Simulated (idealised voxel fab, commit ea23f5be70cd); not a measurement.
process module | voxel fin reveal
cross-section cut | 255 nm wide | cells 5 nm
A cross-section is a grid of square cells, given in bands from the top down. A band is one or more rows of cells.
Each band's line starts with the height of the band's top and of its bottom, in nm. Then come its materials from left to right, each with its width in nm. One material with "throughout" fills the band from edge to edge. "air" is empty space.
Height 0 is the level under which the wafer as received is all one material. The lowest band goes on downwards, as in "0 down".
A width such as "30 to 40" changes by the same amount from each row of cells to the next, from the band's top row to its bottom row.
"no change" after a step means that no cell of the cross-section changed.
closed voids: empty space of 8 cells or more with no open way to the top, each as width x height at its distance from the left edge, in nm
after a step's settings: what the simulator itself notes on the step
overlay nm, on a step with a mask: how far to the right of its planned place the mask lay; to the left if negative
plan
1 op RECEIVE | material Si
2 op CONFORMAL_DEP | material SiN | thk nm 10
3 op PATTERN | tone cover | mask id FINS | material resist | width nm 15 | pitch nm 40 | thk nm 15 | overlay nm 0
4 op DIRECTIONAL_ETCH | etch materials SiN | depth nm 10
5 op DIRECTIONAL_ETCH | etch materials Si | depth nm 35
6 op STRIP | etch materials resist
7 op OXIDIZE | depth nm 5
8 op FILL_DEP | material SiO2 | thk nm 15
9 op CMP | height nm 10
10 op SELECTIVE_ETCH | etch materials SiO2 | depth nm 35
11 op STRIP | etch materials SiN
as received, after step 1
  0 down: Si throughout
  closed voids: none
a wafer at the end: this start, this plan, one mistake
  10 to 0: air 80 | SiN 15 | air 25 | SiN 15 | air 25 | SiN 15 | air 80
  0 to -25: air 85 | Si 5 | air 35 | Si 5 | air 35 | Si 5 | air 85
  -25 to -40: SiO2 85 | Si 5 | SiO2 35 | Si 5 | SiO2 35 | Si 5 | SiO2 85
  -40 down: Si throughout
  closed voids: none
what went wrong: step 11 was left out
